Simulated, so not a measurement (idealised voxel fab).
The following is a process module called voxel self aligned contacts.
For reference, the cross-section in this document is cut, with width 250 nm and square cells of 5 nm.
How to read a cross-section here: the picture is a grid of square cells, written as bands going from the top down, and any band can span one or more rows of cells. Quick guide to a band line: top height, bottom height (nm) up front; then every material left to right with its width in nm. Only one material and it's marked "full width"? Then it fills the band edge to edge. And "empty" just means empty space. Measure heights from 0. That's the level where, below it, the as-received wafer is all one material. The lowest band is bottomless and extends downward; write it as in "0 nm and below". Graded width ("30 to 40"): value in top row of band = first number; value in bottom row = second number; row-to-row change constant. It should be understood that the words "everything unchanged", when stated for a given step, signify that the cross-section underwent no change in any of its cells during that step. Each empty space that has no open way to the top and spans at least 8 cells appears under "Enclosed void entries" as width x height at distance, the distance counted from the left edge, all in nm. Text after the settings on a step's line: the simulator's own remark on that step. When a step includes a mask, the "overlay nm" setting on its line states how far to the right of its planned place that mask lay, and negative values state how far to the left.

### Steps in the process plan
1 RECEIVE, material Si
2 CONFORMAL_DEP, material SiO2, thk nm 5
3 DIRECTIONAL_DEP, material polySi, thk nm 20
4 DIRECTIONAL_DEP, material SiN, thk nm 20
5 PATTERN, tone cover, mask id GATE, material resist, width nm 25, pitch nm 70, thk nm 20, overlay nm 0
6 DIRECTIONAL_ETCH, etch materials SiN, depth nm 20
7 DIRECTIONAL_ETCH, etch materials polySi, depth nm 20
8 STRIP, etch materials resist
9 CONFORMAL_DEP, material SiN, thk nm 10
10 DIRECTIONAL_ETCH, etch materials SiN, depth nm 10
11 FILL_DEP, material SiO2, thk nm 15
12 CMP, height nm 55
13 PATTERN, tone open, mask id CONTACT, material resist, width nm 55, pitch nm 70, thk nm 15, overlay nm 0
14 DIRECTIONAL_ETCH, etch materials SiO2, depth nm 55
15 STRIP, etch materials resist
16 CONFORMAL_DEP, material TiN, thk nm 5
17 FILL_DEP, material W, thk nm 5
18 CMP, height nm 55
19 CONFORMAL_DEP, material SiN, thk nm 5

### Here's what the wafer looked like in cross-section when it arrived - that's after step 1
0 nm and below: Si full width
Enclosed void entries: none

### Cross-section: first of two wafers, module finished, run according to plan
60 nm to 55 nm: SiN full width
55 nm to 45 nm: SiO2 (60); TiN (5 to 20); W (45 to 15); TiN (5 to 20); SiO2 (15); TiN (5 to 20); W (45 to 15); TiN (5 to 20); SiO2 (65)
45 nm to 25 nm: SiO2 (30); SiN (45); TiN (5); W (15); TiN (5); SiN (45); TiN (5); W (15); TiN (5); SiN (45); SiO2 (35)
25 nm to 5 nm: SiO2 (30); SiN (10); polySi (25); SiN (10); TiN (5); W (15); TiN (5); SiN (10); polySi (25); SiN (10); TiN (5); W (15); TiN (5); SiN (10); polySi (25); SiN (10); SiO2 (35)
5 nm to 0 nm: SiO2 (75); TiN (25); SiO2 (45); TiN (25); SiO2 (80)
0 nm and below: Si full width
Enclosed void entries: none

### Wafer two cross-section, module end. Start and plan unchanged from wafer one; one mistake made during the run
60 nm to 55 nm: SiN full width
55 nm to 45 nm: SiO2 (60); TiN (5); W (45); TiN (5); SiO2 (15); TiN (5); W (45); TiN (5); SiO2 (65)
45 nm to 40 nm: SiO2 (60); TiN (15); W (25); TiN (15); SiO2 (15); TiN (15); W (25); TiN (15); SiO2 (65)
40 nm to 25 nm: SiO2 (35); SiN (35); TiN (5); W (25); TiN (5); SiN (35); TiN (5); W (25); TiN (5); SiN (35); SiO2 (40)
25 nm to 5 nm: SiO2 (35); SiN (5); polySi (25); SiN (5); TiN (5); W (25); TiN (5); SiN (5); polySi (25); SiN (5); TiN (5); W (25); TiN (5); SiN (5); polySi (25); SiN (5); SiO2 (40)
5 nm to 0 nm: SiO2 (70); TiN (35); SiO2 (35); TiN (35); SiO2 (75)
0 nm and below: Si full width
Enclosed void entries: none
Misprocessing identified: step 9 ran with different settings than intended, the actual operation and settings being CONFORMAL_DEP, material SiN, thk nm 5
at the end the second wafer has, in cells: 69 fewer of SiN, 25 more of SiO2, 44 more of W
